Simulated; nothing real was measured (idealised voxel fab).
You're looking at the process module voxel capacitor over wiring.
The width of the displayed cross-section, cut, is 280 nm; its cells are square, with a size of 5 nm.
Notation: cross-section as square-cell grid; stated in bands, top first, going down; one or more cell rows per band. Basically the band line says how high the top is and how high the bottom is, in nm, and then what's in it from left to right, every material with its width in nm. Empty space shows up as "air", and if a single material carries "edge to edge" it runs the full band edge to edge. Measure heights from 0. That's the level where, below it, the as-received wafer is all one material. The lowest band is bottomless and extends downward; write it as in "0 and below". The notation "30..40" denotes a width that varies across the rows of cells in the band, beginning at the first number in the top row, finishing at the second number in the bottom row, and changing by an identical amount from each row to the next. "no alterations made" -> step changed no cross-section cell. "Trapped cavities": empty spaces of 8 cells or more with no open way to the top, each given as width x height at distance, distance from the left edge, all in nm. Past the settings on a step's line: simulator remark, on that step. overlay nm, on a step with a mask: how far to the right of its planned place the mask lay; to the left if negative.

So here's the lineup of process steps we planned:
1,RECEIVE,material Si
2,CONFORMAL_DEP,material SiO2,thk nm 10
3,DIRECTIONAL_DEP,material TiN,thk nm 5
4,DIRECTIONAL_DEP,material W,thk nm 20
5,MASKED_ETCH,tone cover,mask id METAL_1,width nm 25,pitch nm 85,etch materials W,depth nm 20,overlay nm 0
6,MASKED_ETCH,tone cover,mask id METAL_1,width nm 25,pitch nm 85,etch materials TiN,depth nm 5,overlay nm 0
7,CONFORMAL_DEP,material SiN,thk nm 5
8,FILL_DEP,material lowk,thk nm 5
9,CMP,height nm 35
10,CONFORMAL_DEP,material SiCN,thk nm 5
11,DIRECTIONAL_DEP,material SiO2,thk nm 15
12,PATTERN,tone open,mask id PLUG_1,material resist,width nm 15,thk nm 15,overlay nm 0
13,DIRECTIONAL_ETCH,etch materials SiO2,depth nm 15
14,DIRECTIONAL_ETCH,etch materials SiCN,depth nm 5
15,STRIP,etch materials resist
16,EPI,material Ru,thk nm 10
17,EPI,material Ru,thk nm 10
18,DIRECTIONAL_DEP,material TiN,thk nm 10
19,DIRECTIONAL_DEP,material HfO2,thk nm 5
20,DIRECTIONAL_DEP,material TiN,thk nm 5
21,DIRECTIONAL_DEP,material aC,thk nm 15
22,PATTERN,tone cover,mask id UPPER_PLATE,material resist,width nm 65,thk nm 30,overlay nm 0
23,DIRECTIONAL_ETCH,etch materials aC,depth nm 15
24,STRIP,etch materials resist
25,DIRECTIONAL_ETCH,etch materials TiN,depth nm 5
26,DIRECTIONAL_ETCH,etch materials HfO2,depth nm 5
27,STRIP,etch materials aC
28,DIRECTIONAL_DEP,material aC,thk nm 15
29,PATTERN,tone cover,mask id LOWER_PLATE,material resist,width nm 75,thk nm 35,overlay nm 0
30,DIRECTIONAL_ETCH,etch materials aC,depth nm 15
31,STRIP,etch materials resist
32,DIRECTIONAL_ETCH,etch materials TiN,depth nm 10
33,STRIP,etch materials aC
34,FILL_DEP,material SiO2,thk nm 15
35,CMP,height nm 85
36,DIRECTIONAL_DEP,material aC,thk nm 15
37,PATTERN,tone open,mask id PLUG_2,material resist,width nm 15,thk nm 35,overlay nm 0
38,DIRECTIONAL_ETCH,etch materials aC,depth nm 15
39,STRIP,etch materials resist
40,DIRECTIONAL_ETCH,etch materials SiO2,depth nm 10
41,STRIP,etch materials aC
42,CONFORMAL_DEP,material TiN,thk nm 5
43,FILL_DEP,material Cu,thk nm 5
44,CMP,height nm 85
45,CONFORMAL_DEP,material SiCN,thk nm 5

As-received wafer cross-section (after step 1):
  0 and below = Si edge to edge
  Trapped cavities: none

Cross-section at module end, one run error; start and plan unchanged from above:
  90 down to 85 = SiCN edge to edge
  85 down to 75 = 105 of SiO2  15..55 of TiN  160..120 of SiO2
  75 down to 70 = 110 of SiO2  50 of HfO2  120 of SiO2
  70 down to 60 = 90 of SiO2  5 of TiN  15 of SiO2  55 of TiN  115 of SiO2
  60 down to 55 = 95 of SiO2  15 of TiN  170 of SiO2
  55 down to 50 = 95 of SiO2  15 of HfO2  170 of SiO2
  50 down to 45 = 95 of SiO2  15 of TiN  170 of SiO2
  45 down to 40 = 95 of SiCN  15 of TiN  170 of SiCN
  40 down to 35 = 80 of lowk  35 of SiN  50 of lowk  35 of SiN  80 of lowk
  35 down to 15 = 80 of lowk  5 of SiN  25 of W  5 of SiN  50 of lowk  5 of SiN  25 of W  5 of SiN  80 of lowk
  15 down to 10 = 85 of SiN  25 of TiN  60 of SiN  25 of TiN  85 of SiN
  10 down to 0 = SiO2 edge to edge
  0 and below = Si edge to edge
  Trapped cavities: none
Heads up, the wafer didn't run the way we planned it: step 9: run off-plan, actual operation and settings CMP,height nm 40
